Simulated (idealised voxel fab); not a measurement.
Proc. module: voxel gate over fins
This is section cut - it's 245 nm across, gridded in 5 nm square cells.
A cross-section is written here as square cells arranged in a grid, and it is given in bands from the top down, each band taking up one or more rows of cells.
Basically the band line says how high the top is and how high the bottom is, in nm, and then what's in it from left to right, every material with its width in nm. Empty space shows up as "empty", and if a single material carries "full width" it runs the full band edge to edge.
Basically, 0 is our baseline, since under it the wafer straight out of the box is all one material. The bottom band has no lower end and keeps on going down, so it looks like "0..down".
A width such as "30..40" changes by the same amount from each row of cells to the next, from the band's top row to its bottom row.
Reading "no modifications" for a step: not a cell of the cross-section changed in it.
The list in "Enclosed voids" covers empty spaces of 8 cells or more that cannot reach the top through any open way, and it gives each as width x height at distance; the distance is from the left edge, and width, height and distance are in nm.
It should be noted that, on the line of a given step, the content following the step's settings is a remark produced by the simulator itself with respect to that step.
The optional step-line setting "overlay nm" applies to steps with a mask and quantifies how far to the right of its planned location the mask lay, a negative value indicating leftward placement.
[List of planned process steps]
1 op RECEIVE | material Si
2 op CONFORMAL_DEP | material SiN | thk nm 5
3 op PATTERN | tone cover | mask id FINS | material resist | width nm 15 | pitch nm 45 | thk nm 20 | overlay nm 0
4 op DIRECTIONAL_ETCH | etch materials SiN | depth nm 5
5 op DIRECTIONAL_ETCH | etch materials Si | depth nm 40
6 op STRIP | etch materials resist
7 op FILL_DEP | material SiO2 | thk nm 10
8 op CMP | height nm 5
9 op SELECTIVE_ETCH | etch materials SiO2 | depth nm 20
10 op STRIP | etch materials SiN
11 op CONFORMAL_DEP | material HfO2 | thk nm 5
12 op CONFORMAL_DEP | material TiN | thk nm 5
13 op CONFORMAL_DEP | material TiAl | thk nm 5
14 op CONFORMAL_DEP | material TiN | thk nm 5
15 op FILL_DEP | material W | thk nm 10
16 op CMP | height nm 25
17 op CONFORMAL_DEP | material SiN | thk nm 10
[Delivered wafer in cross-section: state after step 1]
  0..down: Si full width
  Enclosed voids: none
[Sectioned view, first of two wafers, at the close of the module, processed as intended in the plan]
  35..25: SiN full width
  25..20: W full width
  20..15: W 25 nm, then TiN 190 nm, then W 30 nm
  15..10: W 25 nm, then TiN 5 nm, then TiAl 180 nm, then TiN 5 nm, then W 30 nm
  10..5: W 25 nm, then TiN 5 nm, then TiAl 5 nm, then TiN 35 nm, then TiAl 10 nm, then TiN 35 nm, then TiAl 10 nm, then TiN 35 nm, then TiAl 10 nm, then TiN 35 nm, then TiAl 5 nm, then TiN 5 nm, then W 30 nm
  5..0: TiN 30 nm, then TiAl 5 nm, then TiN 5 nm, then HfO2 25 nm, then TiN 5 nm, then TiAl 10 nm, then TiN 5 nm, then HfO2 25 nm, then TiN 5 nm, then TiAl 10 nm, then TiN 5 nm, then HfO2 25 nm, then TiN 5 nm, then TiAl 10 nm, then TiN 5 nm, then HfO2 25 nm, then TiN 5 nm, then TiAl 5 nm, then TiN 35 nm
  0..-5: TiAl 35 nm, then TiN 5 nm, then HfO2 5 nm, then Si 15 nm, then HfO2 5 nm, then TiN 5 nm, then TiAl 10 nm, then TiN 5 nm, then HfO2 5 nm, then Si 15 nm, then HfO2 5 nm, then TiN 5 nm, then TiAl 10 nm, then TiN 5 nm, then HfO2 5 nm, then Si 15 nm, then HfO2 5 nm, then TiN 5 nm, then TiAl 10 nm, then TiN 5 nm, then HfO2 5 nm, then Si 15 nm, then HfO2 5 nm, then TiN 5 nm, then TiAl 40 nm
  -5..-10: TiN 40 nm, then HfO2 5 nm, then Si 15 nm, then HfO2 5 nm, then TiN 20 nm, then HfO2 5 nm, then Si 15 nm, then HfO2 5 nm, then TiN 20 nm, then HfO2 5 nm, then Si 15 nm, then HfO2 5 nm, then TiN 20 nm, then HfO2 5 nm, then Si 15 nm, then HfO2 5 nm, then TiN 45 nm
  -10..-15: HfO2 45 nm, then Si 15 nm, then HfO2 30 nm, then Si 15 nm, then HfO2 30 nm, then Si 15 nm, then HfO2 30 nm, then Si 15 nm, then HfO2 50 nm
  -15..-40: SiO2 45 nm, then Si 15 nm, then SiO2 30 nm, then Si 15 nm, then SiO2 30 nm, then Si 15 nm, then SiO2 30 nm, then Si 15 nm, then SiO2 50 nm
  -40..down: Si full width
  Enclosed voids: none
[So this is wafer number two of the two, cut at the end of the module - it started where the first did and had the same plan, we just got one thing wrong running it]
  35..25: HfO2 full width
  25..20: W full width
  20..15: W 25 nm, then TiN 190 nm, then W 30 nm
  15..10: W 25 nm, then TiN 5 nm, then TiAl 180 nm, then TiN 5 nm, then W 30 nm
  10..5: W 25 nm, then TiN 5 nm, then TiAl 5 nm, then TiN 35 nm, then TiAl 10 nm, then TiN 35 nm, then TiAl 10 nm, then TiN 35 nm, then TiAl 10 nm, then TiN 35 nm, then TiAl 5 nm, then TiN 5 nm, then W 30 nm
  5..0: TiN 30 nm, then TiAl 5 nm, then TiN 5 nm, then HfO2 25 nm, then TiN 5 nm, then TiAl 10 nm, then TiN 5 nm, then HfO2 25 nm, then TiN 5 nm, then TiAl 10 nm, then TiN 5 nm, then HfO2 25 nm, then TiN 5 nm, then TiAl 10 nm, then TiN 5 nm, then HfO2 25 nm, then TiN 5 nm, then TiAl 5 nm, then TiN 35 nm
  0..-5: TiAl 35 nm, then TiN 5 nm, then HfO2 5 nm, then Si 15 nm, then HfO2 5 nm, then TiN 5 nm, then TiAl 10 nm, then TiN 5 nm, then HfO2 5 nm, then Si 15 nm, then HfO2 5 nm, then TiN 5 nm, then TiAl 10 nm, then TiN 5 nm, then HfO2 5 nm, then Si 15 nm, then HfO2 5 nm, then TiN 5 nm, then TiAl 10 nm, then TiN 5 nm, then HfO2 5 nm, then Si 15 nm, then HfO2 5 nm, then TiN 5 nm, then TiAl 40 nm
  -5..-10: TiN 40 nm, then HfO2 5 nm, then Si 15 nm, then HfO2 5 nm, then TiN 20 nm, then HfO2 5 nm, then Si 15 nm, then HfO2 5 nm, then TiN 20 nm, then HfO2 5 nm, then Si 15 nm, then HfO2 5 nm, then TiN 20 nm, then HfO2 5 nm, then Si 15 nm, then HfO2 5 nm, then TiN 45 nm
  -10..-15: HfO2 45 nm, then Si 15 nm, then HfO2 30 nm, then Si 15 nm, then HfO2 30 nm, then Si 15 nm, then HfO2 30 nm, then Si 15 nm, then HfO2 50 nm
  -15..-40: SiO2 45 nm, then Si 15 nm, then SiO2 30 nm, then Si 15 nm, then SiO2 30 nm, then Si 15 nm, then SiO2 30 nm, then Si 15 nm, then SiO2 50 nm
  -40..down: Si full width
  Enclosed voids: none
Where did the run depart from the plan? step 17, actual vs plan mismatch, actual run op CONFORMAL_DEP | material HfO2 | thk nm 10
FYI, end of process, the second wafer has more or fewer cells of some materials than the first: 98 more of HfO2 | 98 fewer of SiN
